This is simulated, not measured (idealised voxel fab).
The document below concerns the process module designated voxel air gaps.
Section cut is 280 nm wide and gridded with 5 nm square cells.
A cross-section is written here as square cells arranged in a grid, and it is given in bands from the top down, each band taking up one or more rows of cells. Band: top and bottom heights (nm) first, top before bottom; then materials from left to right, widths in nm. "edge to edge" marks a sole material filling the band edge to edge. "empty" denotes empty space. The level at which height equals 0 is the one under which the wafer, as it arrives, is entirely one material. No lower edge exists for the bottom band, which continues downward and is notated as in "top 0, no bottom". Width spec "30->40" -> top row of cells at first value, bottom row at second value, equal per-row change in between. The cross-section has no changed cell in any step marked "remains unaltered". Closed-off voids of 8+ cells (no open route to the top) go in "Enclosed void list", written width x height at distance from the left edge, in nm. It should be noted that, on the line of a given step, the content following the step's settings is a remark produced by the simulator itself with respect to that step. The optional step-line setting "overlay nm" applies to steps with a mask and quantifies how far to the right of its planned location the mask lay, a negative value indicating leftward placement.
## Set out below are the planned steps of the process
1. RECEIVE [material Si]
2. CONFORMAL_DEP [material SiO2] [thk nm 10]
3. CONFORMAL_DEP [material SiCN] [thk nm 5]
4. DIRECTIONAL_DEP [material lowk] [thk nm 40]
5. DIRECTIONAL_DEP [material aC] [thk nm 15]
6. PATTERN [tone open] [mask id LINES] [material resist] [width nm 25] [pitch nm 50] [thk nm 30] [overlay nm 0]
7. DIRECTIONAL_ETCH [etch materials aC] [depth nm 15]
8. STRIP [etch materials resist]
9. DIRECTIONAL_ETCH [etch materials lowk] [depth nm 40]
10. STRIP [etch materials aC]
11. CONFORMAL_DEP [material TiN] [thk nm 5]
12. FILL_DEP [material Ru] [thk nm 10]
13. CMP [height nm 55]
14. EPI [material Ru] [thk nm 10]
15. SELECTIVE_ETCH [etch materials lowk] [depth nm 50]
16. CONFORMAL_DEP [material SiCN] [thk nm 5]
## as received, after step 1
* top 0, no bottom | Si edge to edge
* Enclosed void list: none
## First of two wafers, end-of-module section, run followed plan
* top 70, bottom 65 | empty: 60 / SiCN: 155 / empty: 65
* top 65, bottom 55 | empty: 60 / SiCN: 5 / Ru: 45 / SiCN: 5 / Ru: 45 / SiCN: 5 / Ru: 45 / SiCN: 5 / empty: 65
* top 55, bottom 50 | empty: 60 / SiCN: 15 / TiN: 5 / Ru: 15 / TiN: 5 / SiCN: 25 / TiN: 5 / Ru: 15 / TiN: 5 / SiCN: 25 / TiN: 5 / Ru: 15 / TiN: 5 / SiCN: 15 / empty: 65
* top 50, bottom 20 | empty: 70 / SiCN: 5 / TiN: 5 / Ru: 15 / TiN: 5 / SiCN: 5 / empty: 15 / SiCN: 5 / TiN: 5 / Ru: 15 / TiN: 5 / SiCN: 5 / empty: 15 / SiCN: 5 / TiN: 5 / Ru: 15 / TiN: 5 / SiCN: 5 / empty: 75
* top 20, bottom 15 | SiCN: 75 / TiN: 25 / SiCN: 25 / TiN: 25 / SiCN: 25 / TiN: 25 / SiCN: 80
* top 15, bottom 10 | SiCN edge to edge
* top 10, bottom 0 | SiO2 edge to edge
* top 0, no bottom | Si edge to edge
* Enclosed void list: 15 x 30 at 105; 15 x 30 at 155
## Second wafer of the two, sectioned at the end of the module. It began like the first and followed the same plan, but one mistake was made while running it
* top 70, bottom 65 | empty: 50 / SiCN: 155 / empty: 75
* top 65, bottom 55 | empty: 50 / SiCN: 5 / Ru: 45 / SiCN: 5 / Ru: 45 / SiCN: 5 / Ru: 45 / SiCN: 5 / empty: 75
* top 55, bottom 50 | empty: 50 / SiCN: 15 / TiN: 5 / Ru: 15 / TiN: 5 / SiCN: 25 / TiN: 5 / Ru: 15 / TiN: 5 / SiCN: 25 / TiN: 5 / Ru: 15 / TiN: 5 / SiCN: 15 / empty: 75
* top 50, bottom 20 | empty: 60 / SiCN: 5 / TiN: 5 / Ru: 15 / TiN: 5 / SiCN: 5 / empty: 15 / SiCN: 5 / TiN: 5 / Ru: 15 / TiN: 5 / SiCN: 5 / empty: 15 / SiCN: 5 / TiN: 5 / Ru: 15 / TiN: 5 / SiCN: 5 / empty: 85
* top 20, bottom 15 | SiCN: 65 / TiN: 25 / SiCN: 25 / TiN: 25 / SiCN: 25 / TiN: 25 / SiCN: 90
* top 15, bottom 10 | SiCN edge to edge
* top 10, bottom 0 | SiO2 edge to edge
* top 0, no bottom | Si edge to edge
* Enclosed void list: 15 x 30 at 95; 15 x 30 at 145
Deviation from plan: step 6 changed vs plan, executed as PATTERN [tone open] [mask id LINES] [material resist] [width nm 25] [pitch nm 50] [thk nm 30] [overlay nm -10]
Cell counts per material: same on both final wafers. Positions: different.
